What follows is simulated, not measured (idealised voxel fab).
process module | voxel self aligned contacts
cross-section cut | 230 nm wide | cells 5 nm
A cross-section is a grid of square cells, given in bands from the top down. A band is one or more rows of cells.
Each band's line starts with the height of the band's top and of its bottom, in nm. Then come its materials from left to right, each with its width in nm. One material with "throughout" fills the band from edge to edge. "air" is empty space.
Height 0 is the level under which the wafer as received is all one material. The lowest band goes on downwards, as in "0 down".
A width such as "30 to 40" changes by the same amount from each row of cells to the next, from the band's top row to its bottom row.
"no change" after a step means that no cell of the cross-section changed.
closed voids: empty space of 8 cells or more with no open way to the top, each as width x height at its distance from the left edge, in nm
after a step's settings: what the simulator itself notes on the step
overlay nm, on a step with a mask: how far to the right of its planned place the mask lay; to the left if negative
Each pair below shows a cross-section before one step and the cross-section after it, down to the lowest band that changed. The line under each pair gives the step between them, with its settings. The pairs can come from different runs of this module on the same starting wafer, so a pair continues from the pair above only where its "before" says so.
before
  0 down: Si throughout
  closed voids: none
after
  0 to -5: SiO2 throughout
  below -5: unchanged
  closed voids: none
the step between: op OXIDIZE | depth nm 5
before: the cross-section after the pair above
after
  25 to 0: polySi throughout
  below 0: unchanged
  closed voids: none
the step between: op DIRECTIONAL_DEP | material polySi | thk nm 25
before: the cross-section after the pair above
after
  40 to 25: SiN throughout
  below 25: unchanged
  closed voids: none
the step between: op DIRECTIONAL_DEP | material SiN | thk nm 15
before: the cross-section after the pair above
after
  40 to 25: air 35 | SiN 30 | air 35 | SiN 30 | air 35 | SiN 30 | air 35
  below 25: unchanged
  closed voids: none
the step between: op MASKED_ETCH | tone cover | mask id GATE | width nm 30 | pitch nm 65 | etch materials SiN | depth nm 15 | overlay nm 0
before: the cross-section after the pair above
after
  40 to 25: air 35 | SiN 30 | air 35 | SiN 30 | air 35 | SiN 30 | air 35
  25 to 0: air 35 | polySi 30 | air 35 | polySi 30 | air 35 | polySi 30 | air 35
  below 0: unchanged
  closed voids: none
the step between: op MASKED_ETCH | tone cover | mask id GATE | width nm 30 | pitch nm 65 | etch materials polySi | depth nm 25 | overlay nm 0
before: the cross-section after the pair above
after
  45 to 25: air 30 | SiN 40 | air 25 | SiN 40 | air 25 | SiN 40 | air 30
  25 to 5: air 30 | SiN 5 | polySi 30 | SiN 5 | air 25 | SiN 5 | polySi 30 | SiN 5 | air 25 | SiN 5 | polySi 30 | SiN 5 | air 30
  5 to 0: SiN 35 | polySi 30 | SiN 35 | polySi 30 | SiN 35 | polySi 30 | SiN 35
  below 0: unchanged
  closed voids: none
the step between: op CONFORMAL_DEP | material SiN | thk nm 5
before: the cross-section after the pair above
after
  40 to 25: air 30 | SiN 40 | air 25 | SiN 40 | air 25 | SiN 40 | air 30
  25 to 0: air 30 | SiN 5 | polySi 30 | SiN 5 | air 25 | SiN 5 | polySi 30 | SiN 5 | air 25 | SiN 5 | polySi 30 | SiN 5 | air 30
  below 0: unchanged
  closed voids: none
the step between: op DIRECTIONAL_ETCH | etch materials SiN | depth nm 5
before: the cross-section after the pair above
after
  60 to 40: SiO2 throughout
  40 to 25: SiO2 30 | SiN 40 | SiO2 25 | SiN 40 | SiO2 25 | SiN 40 | SiO2 30
  25 to 0: SiO2 30 | SiN 5 | polySi 30 | SiN 5 | SiO2 25 | SiN 5 | polySi 30 | SiN 5 | SiO2 25 | SiN 5 | polySi 30 | SiN 5 | SiO2 30
  below 0: unchanged
  closed voids: none
the step between: op FILL_DEP | material SiO2 | thk nm 20
before: the cross-section after the pair above
after
  50 to 40: SiO2 throughout
  below 40: unchanged
  closed voids: none
the step between: op CMP | height nm 50
before: the cross-section after the pair above
after
  50 to 40: SiO2 60 | air 45 | SiO2 20 | air 45 | SiO2 60
  40 to 25: SiO2 30 | SiN 40 | air 25 | SiN 40 | air 25 | SiN 40 | SiO2 30
  25 to 0: SiO2 30 | SiN 5 | polySi 30 | SiN 5 | air 25 | SiN 5 | polySi 30 | SiN 5 | air 25 | SiN 5 | polySi 30 | SiN 5 | SiO2 30
  0 to -5: SiO2 70 | air 25 | SiO2 40 | air 25 | SiO2 70
  below -5: unchanged
  closed voids: none
the step between: op MASKED_ETCH | tone open | mask id CONTACT | width nm 45 | pitch nm 65 | etch materials SiO2 | depth nm 55 | overlay nm 0
before: the cross-section after the pair above
after
  55 to 50: TiN 65 | air 35 | TiN 30 | air 35 | TiN 65
  50 to 40: SiO2 60 | TiN 5 to 15 | air 35 to 15 | TiN 5 to 15 | SiO2 20 | TiN 5 to 15 | air 35 to 15 | TiN 5 to 15 | SiO2 60
  40 to 25: SiO2 30 | SiN 40 | TiN 5 | air 15 | TiN 5 | SiN 40 | TiN 5 | air 15 | TiN 5 | SiN 40 | SiO2 30
  25 to 0: SiO2 30 | SiN 5 | polySi 30 | SiN 5 | TiN 5 | air 15 | TiN 5 | SiN 5 | polySi 30 | SiN 5 | TiN 5 | air 15 | TiN 5 | SiN 5 | polySi 30 | SiN 5 | SiO2 30
  0 to -5: SiO2 70 | TiN 25 | SiO2 40 | TiN 25 | SiO2 70
  below -5: unchanged
  closed voids: none
the step between: op CONFORMAL_DEP | material TiN | thk nm 5
before: the cross-section after the pair above
after
  60 to 55: Ru throughout
  55 to 50: TiN 65 | Ru 35 | TiN 30 | Ru 35 | TiN 65
  50 to 40: SiO2 60 | TiN 5 to 15 | Ru 35 to 15 | TiN 5 to 15 | SiO2 20 | TiN 5 to 15 | Ru 35 to 15 | TiN 5 to 15 | SiO2 60
  40 to 25: SiO2 30 | SiN 40 | TiN 5 | Ru 15 | TiN 5 | SiN 40 | TiN 5 | Ru 15 | TiN 5 | SiN 40 | SiO2 30
  25 to 0: SiO2 30 | SiN 5 | polySi 30 | SiN 5 | TiN 5 | Ru 15 | TiN 5 | SiN 5 | polySi 30 | SiN 5 | TiN 5 | Ru 15 | TiN 5 | SiN 5 | polySi 30 | SiN 5 | SiO2 30
  below 0: unchanged
  closed voids: none
the step between: op FILL_DEP | material Ru | thk nm 5
before: the cross-section after the pair above
after
  50 to 40: SiO2 60 | TiN 5 to 15 | Ru 35 to 15 | TiN 5 to 15 | SiO2 20 | TiN 5 to 15 | Ru 35 to 15 | TiN 5 to 15 | SiO2 60
  below 40: unchanged
  closed voids: none
the step between: op CMP | height nm 50
before: the cross-section after the pair above
after
  55 to 50: SiCN throughout
  below 50: unchanged
  closed voids: none
the step between: op CONFORMAL_DEP | material SiCN | thk nm 5
before
  0 down: Si throughout
  closed voids: none
after
  25 to 0: polySi throughout
  below 0: unchanged
  closed voids: none
the step between: op DIRECTIONAL_DEP | material polySi | thk nm 25
before: the cross-section after the pair above
after
  40 to 25: SiN throughout
  below 25: unchanged
  closed voids: none
the step between: op DIRECTIONAL_DEP | material SiN | thk nm 15
before: the cross-section after the pair above
after
  40 to 25: air 35 | SiN 30 | air 35 | SiN 30 | air 35 | SiN 30 | air 35
  below 25: unchanged
  closed voids: none
the step between: op MASKED_ETCH | tone cover | mask id GATE | width nm 30 | pitch nm 65 | etch materials SiN | depth nm 15 | overlay nm 0
before: the cross-section after the pair above
after
  40 to 25: air 35 | SiN 30 | air 35 | SiN 30 | air 35 | SiN 30 | air 35
  25 to 0: air 35 | polySi 30 | air 35 | polySi 30 | air 35 | polySi 30 | air 35
  below 0: unchanged
  closed voids: none
the step between: op MASKED_ETCH | tone cover | mask id GATE | width nm 30 | pitch nm 65 | etch materials polySi | depth nm 25 | overlay nm 0
before: the cross-section after the pair above
after
  45 to 25: air 30 | SiN 40 | air 25 | SiN 40 | air 25 | SiN 40 | air 30
  25 to 5: air 30 | SiN 5 | polySi 30 | SiN 5 | air 25 | SiN 5 | polySi 30 | SiN 5 | air 25 | SiN 5 | polySi 30 | SiN 5 | air 30
  5 to 0: SiN 35 | polySi 30 | SiN 35 | polySi 30 | SiN 35 | polySi 30 | SiN 35
  below 0: unchanged
  closed voids: none
the step between: op CONFORMAL_DEP | material SiN | thk nm 5
before: the cross-section after the pair above
after
  40 to 25: air 30 | SiN 40 | air 25 | SiN 40 | air 25 | SiN 40 | air 30
  25 to 0: air 30 | SiN 5 | polySi 30 | SiN 5 | air 25 | SiN 5 | polySi 30 | SiN 5 | air 25 | SiN 5 | polySi 30 | SiN 5 | air 30
  below 0: unchanged
  closed voids: none
the step between: op DIRECTIONAL_ETCH | etch materials SiN | depth nm 5
before: the cross-section after the pair above
after
  60 to 40: SiO2 throughout
  40 to 25: SiO2 30 | SiN 40 | SiO2 25 | SiN 40 | SiO2 25 | SiN 40 | SiO2 30
  25 to 0: SiO2 30 | SiN 5 | polySi 30 | SiN 5 | SiO2 25 | SiN 5 | polySi 30 | SiN 5 | SiO2 25 | SiN 5 | polySi 30 | SiN 5 | SiO2 30
  below 0: unchanged
  closed voids: none
the step between: op FILL_DEP | material SiO2 | thk nm 20
before: the cross-section after the pair above
after
  50 to 40: SiO2 throughout
  below 40: unchanged
  closed voids: none
the step between: op CMP | height nm 50
before: the cross-section after the pair above
after
  50 to 40: SiO2 60 | air 45 | SiO2 20 | air 45 | SiO2 60
  40 to 25: SiO2 30 | SiN 40 | air 25 | SiN 40 | air 25 | SiN 40 | SiO2 30
  25 to 0: SiO2 30 | SiN 5 | polySi 30 | SiN 5 | air 25 | SiN 5 | polySi 30 | SiN 5 | air 25 | SiN 5 | polySi 30 | SiN 5 | SiO2 30
  below 0: unchanged
  closed voids: none
the step between: op MASKED_ETCH | tone open | mask id CONTACT | width nm 45 | pitch nm 65 | etch materials SiO2 | depth nm 55 | overlay nm 0
before: the cross-section after the pair above
after
  55 to 50: TiN 65 | air 35 | TiN 30 | air 35 | TiN 65
  50 to 40: SiO2 60 | TiN 5 to 15 | air 35 to 15 | TiN 5 to 15 | SiO2 20 | TiN 5 to 15 | air 35 to 15 | TiN 5 to 15 | SiO2 60
  40 to 25: SiO2 30 | SiN 40 | TiN 5 | air 15 | TiN 5 | SiN 40 | TiN 5 | air 15 | TiN 5 | SiN 40 | SiO2 30
  25 to 5: SiO2 30 | SiN 5 | polySi 30 | SiN 5 | TiN 5 | air 15 | TiN 5 | SiN 5 | polySi 30 | SiN 5 | TiN 5 | air 15 | TiN 5 | SiN 5 | polySi 30 | SiN 5 | SiO2 30
  5 to 0: SiO2 30 | SiN 5 | polySi 30 | SiN 5 | TiN 25 | SiN 5 | polySi 30 | SiN 5 | TiN 25 | SiN 5 | polySi 30 | SiN 5 | SiO2 30
  below 0: unchanged
  closed voids: none
the step between: op CONFORMAL_DEP | material TiN | thk nm 5
before: the cross-section after the pair above
after
  60 to 55: Ru throughout
  55 to 50: TiN 65 | Ru 35 | TiN 30 | Ru 35 | TiN 65
  50 to 40: SiO2 60 | TiN 5 to 15 | Ru 35 to 15 | TiN 5 to 15 | SiO2 20 | TiN 5 to 15 | Ru 35 to 15 | TiN 5 to 15 | SiO2 60
  40 to 25: SiO2 30 | SiN 40 | TiN 5 | Ru 15 | TiN 5 | SiN 40 | TiN 5 | Ru 15 | TiN 5 | SiN 40 | SiO2 30
  25 to 5: SiO2 30 | SiN 5 | polySi 30 | SiN 5 | TiN 5 | Ru 15 | TiN 5 | SiN 5 | polySi 30 | SiN 5 | TiN 5 | Ru 15 | TiN 5 | SiN 5 | polySi 30 | SiN 5 | SiO2 30
  below 5: unchanged
  closed voids: none
the step between: op FILL_DEP | material Ru | thk nm 5
before: the cross-section after the pair above
after
  50 to 40: SiO2 60 | TiN 5 to 15 | Ru 35 to 15 | TiN 5 to 15 | SiO2 20 | TiN 5 to 15 | Ru 35 to 15 | TiN 5 to 15 | SiO2 60
  below 40: unchanged
  closed voids: none
the step between: op CMP | height nm 50
before: the cross-section after the pair above
after
  55 to 50: SiCN throughout
  below 50: unchanged
  closed voids: none
the step between: op CONFORMAL_DEP | material SiCN | thk nm 5
before
  25 to 0: polySi throughout
  0 to -5: SiO2 throughout
  -5 down: Si throughout
  closed voids: none
after
  50 to 0: polySi throughout
  below 0: unchanged
  closed voids: none
the step between: op DIRECTIONAL_DEP | material polySi | thk nm 25
before: the cross-section after the pair above
after
  65 to 50: SiN throughout
  below 50: unchanged
  closed voids: none
the step between: op DIRECTIONAL_DEP | material SiN | thk nm 15
before: the cross-section after the pair above
after
  65 to 50: air 35 | SiN 30 | air 35 | SiN 30 | air 35 | SiN 30 | air 35
  below 50: unchanged
  closed voids: none
the step between: op MASKED_ETCH | tone cover | mask id GATE | width nm 30 | pitch nm 65 | etch materials SiN | depth nm 15 | overlay nm 0
before: the cross-section after the pair above
after
  65 to 50: air 35 | SiN 30 | air 35 | SiN 30 | air 35 | SiN 30 | air 35
  50 to 25: air 35 | polySi 30 | air 35 | polySi 30 | air 35 | polySi 30 | air 35
  below 25: unchanged
  closed voids: none
the step between: op MASKED_ETCH | tone cover | mask id GATE | width nm 30 | pitch nm 65 | etch materials polySi | depth nm 25 | overlay nm 0
before: the cross-section after the pair above
after
  70 to 50: air 30 | SiN 40 | air 25 | SiN 40 | air 25 | SiN 40 | air 30
  50 to 30: air 30 | SiN 5 | polySi 30 | SiN 5 | air 25 | SiN 5 | polySi 30 | SiN 5 | air 25 | SiN 5 | polySi 30 | SiN 5 | air 30
  30 to 25: SiN 35 | polySi 30 | SiN 35 | polySi 30 | SiN 35 | polySi 30 | SiN 35
  below 25: unchanged
  closed voids: none
the step between: op CONFORMAL_DEP | material SiN | thk nm 5
before: the cross-section after the pair above
after
  65 to 50: air 30 | SiN 40 | air 25 | SiN 40 | air 25 | SiN 40 | air 30
  50 to 25: air 30 | SiN 5 | polySi 30 | SiN 5 | air 25 | SiN 5 | polySi 30 | SiN 5 | air 25 | SiN 5 | polySi 30 | SiN 5 | air 30
  below 25: unchanged
  closed voids: none
the step between: op DIRECTIONAL_ETCH | etch materials SiN | depth nm 5
before: the cross-section after the pair above
after
  85 to 65: SiO2 throughout
  65 to 50: SiO2 30 | SiN 40 | SiO2 25 | SiN 40 | SiO2 25 | SiN 40 | SiO2 30
  50 to 25: SiO2 30 | SiN 5 | polySi 30 | SiN 5 | SiO2 25 | SiN 5 | polySi 30 | SiN 5 | SiO2 25 | SiN 5 | polySi 30 | SiN 5 | SiO2 30
  below 25: unchanged
  closed voids: none
the step between: op FILL_DEP | material SiO2 | thk nm 20
before: the cross-section after the pair above
after
  50 to 25: SiO2 30 | SiN 5 | polySi 30 | SiN 5 | SiO2 25 | SiN 5 | polySi 30 | SiN 5 | SiO2 25 | SiN 5 | polySi 30 | SiN 5 | SiO2 30
  below 25: unchanged
  closed voids: none
the step between: op CMP | height nm 50
before: the cross-section after the pair above
after
  50 to 25: SiO2 30 | SiN 5 | polySi 30 | SiN 5 | air 25 | SiN 5 | polySi 30 | SiN 5 | air 25 | SiN 5 | polySi 30 | SiN 5 | SiO2 30
  below 25: unchanged
  closed voids: none
the step between: op MASKED_ETCH | tone open | mask id CONTACT | width nm 45 | pitch nm 65 | etch materials SiO2 | depth nm 55 | overlay nm 0
before: the cross-section after the pair above
after
  55 to 50: TiN 75 | air 15 | TiN 50 | air 15 | TiN 75
  50 to 30: SiO2 30 | SiN 5 | polySi 30 | SiN 5 | TiN 5 | air 15 | TiN 5 | SiN 5 | polySi 30 | SiN 5 | TiN 5 | air 15 | TiN 5 | SiN 5 | polySi 30 | SiN 5 | SiO2 30
  30 to 25: SiO2 30 | SiN 5 | polySi 30 | SiN 5 | TiN 25 | SiN 5 | polySi 30 | SiN 5 | TiN 25 | SiN 5 | polySi 30 | SiN 5 | SiO2 30
  below 25: unchanged
  closed voids: none
the step between: op CONFORMAL_DEP | material TiN | thk nm 5
before: the cross-section after the pair above
after
  60 to 55: Ru throughout
  55 to 50: TiN 75 | Ru 15 | TiN 50 | Ru 15 | TiN 75
  50 to 30: SiO2 30 | SiN 5 | polySi 30 | SiN 5 | TiN 5 | Ru 15 | TiN 5 | SiN 5 | polySi 30 | SiN 5 | TiN 5 | Ru 15 | TiN 5 | SiN 5 | polySi 30 | SiN 5 | SiO2 30
  below 30: unchanged
  closed voids: none
the step between: op FILL_DEP | material Ru | thk nm 5
before: the cross-section after the pair above
after
  50 to 30: SiO2 30 | SiN 5 | polySi 30 | SiN 5 | TiN 5 | Ru 15 | TiN 5 | SiN 5 | polySi 30 | SiN 5 | TiN 5 | Ru 15 | TiN 5 | SiN 5 | polySi 30 | SiN 5 | SiO2 30
  below 30: unchanged
  closed voids: none
the step between: op CMP | height nm 50
before: the cross-section after the pair above
after
  55 to 50: SiCN throughout
  below 50: unchanged
  closed voids: none
the step between: op CONFORMAL_DEP | material SiCN | thk nm 5
before
  40 to 25: air 35 | SiN 30 | air 35 | SiN 30 | air 35 | SiN 30 | air 35
  25 to 0: air 35 | polySi 30 | air 35 | polySi 30 | air 35 | polySi 30 | air 35
  0 to -5: SiO2 throughout
  -5 down: Si throughout
  closed voids: none
after
  35 to 25: air 35 | SiN 30 | air 35 | SiN 30 | air 35 | SiN 30 | air 35
  below 25: unchanged
  closed voids: none
the step between: op DIRECTIONAL_ETCH | etch materials SiN | depth nm 5
before: the cross-section after the pair above
after
  40 to 25: air 30 | SiN 40 | air 25 | SiN 40 | air 25 | SiN 40 | air 30
  25 to 5: air 30 | SiN 5 | polySi 30 | SiN 5 | air 25 | SiN 5 | polySi 30 | SiN 5 | air 25 | SiN 5 | polySi 30 | SiN 5 | air 30
  5 to 0: SiN 35 | polySi 30 | SiN 35 | polySi 30 | SiN 35 | polySi 30 | SiN 35
  below 0: unchanged
  closed voids: none
the step between: op CONFORMAL_DEP | material SiN | thk nm 5
before: the cross-section after the pair above
after
  60 to 40: SiO2 throughout
  40 to 25: SiO2 30 | SiN 40 | SiO2 25 | SiN 40 | SiO2 25 | SiN 40 | SiO2 30
  25 to 5: SiO2 30 | SiN 5 | polySi 30 | SiN 5 | SiO2 25 | SiN 5 | polySi 30 | SiN 5 | SiO2 25 | SiN 5 | polySi 30 | SiN 5 | SiO2 30
  below 5: unchanged
  closed voids: none
the step between: op FILL_DEP | material SiO2 | thk nm 20
before: the cross-section after the pair above
after
  50 to 40: SiO2 throughout
  below 40: unchanged
  closed voids: none
the step between: op CMP | height nm 50
before: the cross-section after the pair above
after
  50 to 40: SiO2 60 | air 45 | SiO2 20 | air 45 | SiO2 60
  40 to 25: SiO2 30 | SiN 40 | air 25 | SiN 40 | air 25 | SiN 40 | SiO2 30
  25 to 5: SiO2 30 | SiN 5 | polySi 30 | SiN 5 | air 25 | SiN 5 | polySi 30 | SiN 5 | air 25 | SiN 5 | polySi 30 | SiN 5 | SiO2 30
  below 5: unchanged
  closed voids: none
the step between: op MASKED_ETCH | tone open | mask id CONTACT | width nm 45 | pitch nm 65 | etch materials SiO2 | depth nm 55 | overlay nm 0
before: the cross-section after the pair above
after
  55 to 50: TiN 65 | air 35 | TiN 30 | air 35 | TiN 65
  50 to 40: SiO2 60 | TiN 5 to 15 | air 35 to 15 | TiN 5 to 15 | SiO2 20 | TiN 5 to 15 | air 35 to 15 | TiN 5 to 15 | SiO2 60
  40 to 25: SiO2 30 | SiN 40 | TiN 5 | air 15 | TiN 5 | SiN 40 | TiN 5 | air 15 | TiN 5 | SiN 40 | SiO2 30
  25 to 10: SiO2 30 | SiN 5 | polySi 30 | SiN 5 | TiN 5 | air 15 | TiN 5 | SiN 5 | polySi 30 | SiN 5 | TiN 5 | air 15 | TiN 5 | SiN 5 | polySi 30 | SiN 5 | SiO2 30
  10 to 5: SiO2 30 | SiN 5 | polySi 30 | SiN 5 | TiN 25 | SiN 5 | polySi 30 | SiN 5 | TiN 25 | SiN 5 | polySi 30 | SiN 5 | SiO2 30
  below 5: unchanged
  closed voids: none
the step between: op CONFORMAL_DEP | material TiN | thk nm 5
before: the cross-section after the pair above
after
  60 to 55: Ru throughout
  55 to 50: TiN 65 | Ru 35 | TiN 30 | Ru 35 | TiN 65
  50 to 40: SiO2 60 | TiN 5 to 15 | Ru 35 to 15 | TiN 5 to 15 | SiO2 20 | TiN 5 to 15 | Ru 35 to 15 | TiN 5 to 15 | SiO2 60
  40 to 25: SiO2 30 | SiN 40 | TiN 5 | Ru 15 | TiN 5 | SiN 40 | TiN 5 | Ru 15 | TiN 5 | SiN 40 | SiO2 30
  25 to 10: SiO2 30 | SiN 5 | polySi 30 | SiN 5 | TiN 5 | Ru 15 | TiN 5 | SiN 5 | polySi 30 | SiN 5 | TiN 5 | Ru 15 | TiN 5 | SiN 5 | polySi 30 | SiN 5 | SiO2 30
  below 10: unchanged
  closed voids: none
the step between: op FILL_DEP | material Ru | thk nm 5
before: the cross-section after the pair above
after
  50 to 40: SiO2 60 | TiN 5 to 15 | Ru 35 to 15 | TiN 5 to 15 | SiO2 20 | TiN 5 to 15 | Ru 35 to 15 | TiN 5 to 15 | SiO2 60
  below 40: unchanged
  closed voids: none
the step between: op CMP | height nm 50
before: the cross-section after the pair above
after
  55 to 50: SiCN throughout
  below 50: unchanged
  closed voids: none
the step between: op CONFORMAL_DEP | material SiCN | thk nm 5
before
  60 to 55: Ru throughout
  55 to 50: TiN 65 | Ru 35 | TiN 30 | Ru 35 | TiN 65
  50 to 40: SiO2 60 | TiN 5 to 15 | Ru 35 to 15 | TiN 5 to 15 | SiO2 20 | TiN 5 to 15 | Ru 35 to 15 | TiN 5 to 15 | SiO2 60
  40 to 25: SiO2 30 | SiN 40 | TiN 5 | Ru 15 | TiN 5 | SiN 40 | TiN 5 | Ru 15 | TiN 5 | SiN 40 | SiO2 30
  25 to 0: SiO2 30 | SiN 5 | polySi 30 | SiN 5 | TiN 5 | Ru 15 | TiN 5 | SiN 5 | polySi 30 | SiN 5 | TiN 5 | Ru 15 | TiN 5 | SiN 5 | polySi 30 | SiN 5 | SiO2 30
  0 to -5: SiO2 70 | TiN 25 | SiO2 40 | TiN 25 | SiO2 70
  -5 down: Si throughout
  closed voids: none
after
  45 to 40: SiO2 60 | TiN 15 | Ru 15 | TiN 15 | SiO2 20 | TiN 15 | Ru 15 | TiN 15 | SiO2 60
  below 40: unchanged
  closed voids: none
the step between: op CMP | height nm 45
before: the cross-section after the pair above
after
  50 to 45: SiCN throughout
  below 45: unchanged
  closed voids: none
the step between: op CONFORMAL_DEP | material SiCN | thk nm 5
before
  50 to 40: SiO2 throughout
  40 to 25: SiO2 30 | SiN 40 | SiO2 25 | SiN 40 | SiO2 25 | SiN 40 | SiO2 30
  25 to 0: SiO2 30 | SiN 5 | polySi 30 | SiN 5 | SiO2 25 | SiN 5 | polySi 30 | SiN 5 | SiO2 25 | SiN 5 | polySi 30 | SiN 5 | SiO2 30
  0 to -5: SiO2 throughout
  -5 down: Si throughout
  closed voids: none
after
  50 to 40: SiO2 65 | air 40 | SiO2 25 | air 40 | SiO2 60
  40 to 25: SiO2 30 | SiN 40 | air 25 | SiN 40 | air 25 | SiN 40 | SiO2 30
  25 to 0: SiO2 30 | SiN 5 | polySi 30 | SiN 5 | air 25 | SiN 5 | polySi 30 | SiN 5 | air 25 | SiN 5 | polySi 30 | SiN 5 | SiO2 30
  0 to -5: SiO2 70 | air 25 | SiO2 40 | air 25 | SiO2 70
  below -5: unchanged
  closed voids: none
the step between: op MASKED_ETCH | tone open | mask id CONTACT | width nm 40 | pitch nm 65 | etch materials SiO2 | depth nm 55 | overlay nm 0
before: the cross-section after the pair above
after
  55 to 50: TiN 70 | air 30 | TiN 35 | air 30 | TiN 65
  50 to 40: SiO2 65 | TiN 5 to 10 | air 30 to 15 | TiN 5 to 15 | SiO2 25 | TiN 5 to 10 | air 30 to 15 | TiN 5 to 15 | SiO2 60
  40 to 25: SiO2 30 | SiN 40 | TiN 5 | air 15 | TiN 5 | SiN 40 | TiN 5 | air 15 | TiN 5 | SiN 40 | SiO2 30
  25 to 0: SiO2 30 | SiN 5 | polySi 30 | SiN 5 | TiN 5 | air 15 | TiN 5 | SiN 5 | polySi 30 | SiN 5 | TiN 5 | air 15 | TiN 5 | SiN 5 | polySi 30 | SiN 5 | SiO2 30
  0 to -5: SiO2 70 | TiN 25 | SiO2 40 | TiN 25 | SiO2 70
  below -5: unchanged
  closed voids: none
the step between: op CONFORMAL_DEP | material TiN | thk nm 5
before: the cross-section after the pair above
after
  60 to 55: Ru throughout
  55 to 50: TiN 70 | Ru 30 | TiN 35 | Ru 30 | TiN 65
  50 to 40: SiO2 65 | TiN 5 to 10 | Ru 30 to 15 | TiN 5 to 15 | SiO2 25 | TiN 5 to 10 | Ru 30 to 15 | TiN 5 to 15 | SiO2 60
  40 to 25: SiO2 30 | SiN 40 | TiN 5 | Ru 15 | TiN 5 | SiN 40 | TiN 5 | Ru 15 | TiN 5 | SiN 40 | SiO2 30
  25 to 0: SiO2 30 | SiN 5 | polySi 30 | SiN 5 | TiN 5 | Ru 15 | TiN 5 | SiN 5 | polySi 30 | SiN 5 | TiN 5 | Ru 15 | TiN 5 | SiN 5 | polySi 30 | SiN 5 | SiO2 30
  below 0: unchanged
  closed voids: none
the step between: op FILL_DEP | material Ru | thk nm 5
before: the cross-section after the pair above
after
  50 to 40: SiO2 65 | TiN 5 to 10 | Ru 30 to 15 | TiN 5 to 15 | SiO2 25 | TiN 5 to 10 | Ru 30 to 15 | TiN 5 to 15 | SiO2 60
  below 40: unchanged
  closed voids: none
the step between: op CMP | height nm 50
before: the cross-section after the pair above
after
  55 to 50: SiCN throughout
  below 50: unchanged
  closed voids: none
the step between: op CONFORMAL_DEP | material SiCN | thk nm 5
before
  50 to 40: SiO2 throughout
  40 to 25: SiO2 30 | SiN 40 | SiO2 25 | SiN 40 | SiO2 25 | SiN 40 | SiO2 30
  25 to 0: SiO2 30 | SiN 5 | polySi 30 | SiN 5 | SiO2 25 | SiN 5 | polySi 30 | SiN 5 | SiO2 25 | SiN 5 | polySi 30 | SiN 5 | SiO2 30
  0 to -5: SiO2 throughout
  -5 down: Si throughout
  closed voids: none
after
  50 to 40: SiO2 55 | air 45 | SiO2 20 | air 45 | SiO2 65
  40 to 25: SiO2 30 | SiN 40 | air 25 | SiN 40 | air 25 | SiN 40 | SiO2 30
  25 to 0: SiO2 30 | SiN 5 | polySi 30 | SiN 5 | air 25 | SiN 5 | polySi 30 | SiN 5 | air 25 | SiN 5 | polySi 30 | SiN 5 | SiO2 30
  0 to -5: SiO2 70 | air 25 | SiO2 40 | air 25 | SiO2 70
  below -5: unchanged
  closed voids: none
the step between: op MASKED_ETCH | tone open | mask id CONTACT | width nm 45 | pitch nm 65 | etch materials SiO2 | depth nm 55 | overlay nm -5
before: the cross-section after the pair above
after
  55 to 50: TiN 60 | air 35 | TiN 30 | air 35 | TiN 70
  50 to 40: SiO2 55 | TiN 5 to 20 | air 35 to 15 | TiN 5 to 10 | SiO2 20 | TiN 5 to 20 | air 35 to 15 | TiN 5 to 10 | SiO2 65
  40 to 25: SiO2 30 | SiN 40 | TiN 5 | air 15 | TiN 5 | SiN 40 | TiN 5 | air 15 | TiN 5 | SiN 40 | SiO2 30
  25 to 0: SiO2 30 | SiN 5 | polySi 30 | SiN 5 | TiN 5 | air 15 | TiN 5 | SiN 5 | polySi 30 | SiN 5 | TiN 5 | air 15 | TiN 5 | SiN 5 | polySi 30 | SiN 5 | SiO2 30
  0 to -5: SiO2 70 | TiN 25 | SiO2 40 | TiN 25 | SiO2 70
  below -5: unchanged
  closed voids: none
the step between: op CONFORMAL_DEP | material TiN | thk nm 5
before: the cross-section after the pair above
after
  60 to 55: Ru throughout
  55 to 50: TiN 60 | Ru 35 | TiN 30 | Ru 35 | TiN 70
  50 to 40: SiO2 55 | TiN 5 to 20 | Ru 35 to 15 | TiN 5 to 10 | SiO2 20 | TiN 5 to 20 | Ru 35 to 15 | TiN 5 to 10 | SiO2 65
  40 to 25: SiO2 30 | SiN 40 | TiN 5 | Ru 15 | TiN 5 | SiN 40 | TiN 5 | Ru 15 | TiN 5 | SiN 40 | SiO2 30
  25 to 0: SiO2 30 | SiN 5 | polySi 30 | SiN 5 | TiN 5 | Ru 15 | TiN 5 | SiN 5 | polySi 30 | SiN 5 | TiN 5 | Ru 15 | TiN 5 | SiN 5 | polySi 30 | SiN 5 | SiO2 30
  below 0: unchanged
  closed voids: none
the step between: op FILL_DEP | material Ru | thk nm 5
before: the cross-section after the pair above
after
  50 to 40: SiO2 55 | TiN 5 to 20 | Ru 35 to 15 | TiN 5 to 10 | SiO2 20 | TiN 5 to 20 | Ru 35 to 15 | TiN 5 to 10 | SiO2 65
  below 40: unchanged
  closed voids: none
the step between: op CMP | height nm 50
before: the cross-section after the pair above
after
  55 to 50: SiCN throughout
  below 50: unchanged
  closed voids: none
the step between: op CONFORMAL_DEP | material SiCN | thk nm 5
before
  25 to 0: polySi throughout
  0 to -5: SiO2 throughout
  -5 down: Si throughout
  closed voids: none
after
  40 to 25: SiCN throughout
  below 25: unchanged
  closed voids: none
the step between: op DIRECTIONAL_DEP | material SiCN | thk nm 15
before: the cross-section after the pair above
after
  45 to 40: SiN throughout
  below 40: unchanged
  closed voids: none
the step between: op CONFORMAL_DEP | material SiN | thk nm 5
before: the cross-section after the pair above
after
  40 to 25: SiCN throughout
  below 25: unchanged
  closed voids: none
the step between: op DIRECTIONAL_ETCH | etch materials SiN | depth nm 5
before: the cross-section after the pair above
after
  60 to 40: SiO2 throughout
  below 40: unchanged
  closed voids: none
the step between: op FILL_DEP | material SiO2 | thk nm 20
before: the cross-section after the pair above
after
  50 to 40: SiO2 throughout
  below 40: unchanged
  closed voids: none
the step between: op CMP | height nm 50
before: the cross-section after the pair above
after
  50 to 40: SiO2 60 | air 45 | SiO2 20 | air 45 | SiO2 60
  below 40: unchanged
  closed voids: none
the step between: op MASKED_ETCH | tone open | mask id CONTACT | width nm 45 | pitch nm 65 | etch materials SiO2 | depth nm 55 | overlay nm 0
before: the cross-section after the pair above
after
  55 to 50: TiN 65 | air 35 | TiN 30 | air 35 | TiN 65
  50 to 45: SiO2 60 | TiN 5 | air 35 | TiN 5 | SiO2 20 | TiN 5 | air 35 | TiN 5 | SiO2 60
  45 to 40: SiO2 60 | TiN 45 | SiO2 20 | TiN 45 | SiO2 60
  below 40: unchanged
  closed voids: none
the step between: op CONFORMAL_DEP | material TiN | thk nm 5
before: the cross-section after the pair above
after
  60 to 55: Ru throughout
  55 to 50: TiN 65 | Ru 35 | TiN 30 | Ru 35 | TiN 65
  50 to 45: SiO2 60 | TiN 5 | Ru 35 | TiN 5 | SiO2 20 | TiN 5 | Ru 35 | TiN 5 | SiO2 60
  below 45: unchanged
  closed voids: none
the step between: op FILL_DEP | material Ru | thk nm 5
